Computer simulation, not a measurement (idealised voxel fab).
Process module heading - voxel self aligned contacts
The figure presents cross-section cut, which has a width of 300 nm and is divided into square cells with an edge length of 5 nm.
A cross-section in this document is a grid of square cells, and it is written down as bands, the top band listed before the ones below it; a band is made up of one or more rows of cells. Band: top and bottom heights (nm) first, top before bottom; then materials from left to right, widths in nm. "full width" marks a sole material filling the band edge to edge. "air" denotes empty space. Counting heights begins at 0, where everything beneath is, in the wafer as received, one material. The lowest band has no bottom; it goes on downwards, as "z 0 and below" shows. Graded width ("30->40"): value in top row of band = first number; value in bottom row = second number; row-to-row change constant. "no change occurred" after a step means that no cell of the cross-section changed. In the "Closed void roster" entry, you get each enclosed empty space of 8 cells or more, one with no open way to the top, written width x height at distance, distance from the left edge, in nm. The remark found on a step's line after its settings is issued by the simulator itself and pertains to that step. Steps that use a mask can have "overlay nm" on their line. It says how far the mask sat to the right of where it was meant to be. Negative means to the left.
The steps planned for the process are as follows
- 1: RECEIVE, material Si
- 2: OXIDIZE, depth nm 5
- 3: DIRECTIONAL_DEP, material polySi, thk nm 20
- 4: DIRECTIONAL_DEP, material SiN, thk nm 15
- 5: PATTERN, tone cover, mask id GATE, material resist, width nm 35, pitch nm 60, thk nm 20, overlay nm 0
- 6: DIRECTIONAL_ETCH, etch materials SiN, depth nm 15
- 7: DIRECTIONAL_ETCH, etch materials polySi, depth nm 20
- 8: STRIP, etch materials resist
- 9: CONFORMAL_DEP, material SiN, thk nm 5
- 10: DIRECTIONAL_ETCH, etch materials SiN, depth nm 5
- 11: FILL_DEP, material SiO2, thk nm 15
- 12: CMP, height nm 45
- 13: PATTERN, tone open, mask id CONTACT, material resist, width nm 35, thk nm 15, overlay nm 0
- 14: DIRECTIONAL_ETCH, etch materials SiO2, depth nm 50
- 15: STRIP, etch materials resist
- 16: CONFORMAL_DEP, material TiN, thk nm 5
- 17: FILL_DEP, material Ru, thk nm 10
- 18: CMP, height nm 45
- 19: CONFORMAL_DEP, material SiN, thk nm 5
Cross-sectional view of the wafer in its as-received condition, corresponding to the state after step 1
* z 0 and below = Si full width
* Closed void roster: none
End-of-module cross-section. Starting structure and process plan as above; one mistake made in running it
* z 50 to 45 = SiN full width
* z 45 to 35 = 130 nm SiO2, 5->15 nm TiN, 25->5 nm Ru, 5->15 nm TiN, 135 nm SiO2
* z 35 to 20 = 95 nm SiO2, 45 nm SiN, 5 nm TiN, 5 nm Ru, 5 nm TiN, 45 nm SiN, 100 nm SiO2
* z 20 to 10 = 95 nm SiO2, 5 nm SiN, 35 nm polySi, 5 nm SiN, 5 nm TiN, 5 nm Ru, 5 nm TiN, 5 nm SiN, 35 nm polySi, 5 nm SiN, 100 nm SiO2
* z 10 to 5 = 95 nm SiO2, 5 nm SiN, 35 nm polySi, 5 nm SiN, 15 nm TiN, 5 nm SiN, 35 nm polySi, 5 nm SiN, 100 nm SiO2
* z 5 to 0 = 95 nm SiO2, 5 nm SiN, 35 nm polySi, 5 nm SiN, 15 nm SiO2, 5 nm SiN, 35 nm polySi, 5 nm SiN, 100 nm SiO2
* z 0 to -5 = SiO2 full width
* z -5 and below = Si full width
* Closed void roster: none
What was the processing mistake? step 14 ran differently from the plan; actual operation with settings: DIRECTIONAL_ETCH, etch materials SiO2, depth nm 40
